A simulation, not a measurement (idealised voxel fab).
The name of this process module is voxel released beams.
For reference, the cross-section in this document is cut, with width 165 nm and square cells of 5 nm.
When this document writes out a cross-section, it uses a grid of square cells and lists it as bands, beginning at the top and moving down, with a band standing for one or more rows of cells.
Heights first: top, then bottom, in nm. Then materials, left to right, each with a width in nm. "edge to edge" on a single material: fills the band edge to edge. "empty": empty space.
Beneath 0, the wafer as received is one material, and that level is where height counting begins. The lowest band goes on downward without a bottom; it is written like "0 -> down".
Think of "30->40" as a width that walks from the first number to the second as you go down the band, top row to bottom row, taking equal-sized steps from row to row.
You'll sometimes find "no change" written for a step, and that's the way of saying that nowhere in the cross-section did a cell change during that step.
Entry "Closed cavity list" = empty spaces >= 8 cells with no open way to the top; each as width x height at distance, distance from left edge, all nm.
Note: text after step settings on the step line = simulator remark on that step.
overlay nm: for a step with a mask, the amount by which the mask lay right of where it was planned; a negative amount means left of it.

The process steps that were planned are listed below
step 1: RECEIVE with material Si
step 2: CONFORMAL_DEP with material SiN, thk nm 5
step 3: DIRECTIONAL_DEP with material SiO2, thk nm 20
step 4: DIRECTIONAL_DEP with material aC, thk nm 15
step 5: PATTERN with tone open, mask id ANCHOR, material resist, width nm 30, thk nm 30, overlay nm 0
step 6: DIRECTIONAL_ETCH with etch materials aC, depth nm 15
step 7: STRIP with etch materials resist
step 8: DIRECTIONAL_ETCH with etch materials SiO2, depth nm 20
step 9: STRIP with etch materials aC
step 10: CONFORMAL_DEP with material polySi, thk nm 10
step 11: PATTERN with tone cover, mask id BEAM, material resist, width nm 75, thk nm 15, overlay nm 0
step 12: DIRECTIONAL_ETCH with etch materials polySi, depth nm 10
step 13: STRIP with etch materials resist
step 14: STRIP with etch materials SiO2

As-received state of the wafer in cross-section, equivalent to post-step 1
    0 -> down | Si edge to edge
    Closed cavity list: none

Post-module cross-section: identical start and plan to those above, one misstep in execution
    30 -> 20 | empty 40 | polySi 15 | empty 10 | polySi 50 | empty 50
    20 -> 10 | empty 45 | polySi 10 | empty 10 | polySi 10 | empty 90
    10 -> 0 | empty 45 | polySi 30 | empty 90
    0 -> down | Si edge to edge
    Closed cavity list: none
Want to know what went wrong? step 2 in the plan did not get run; it was skipped
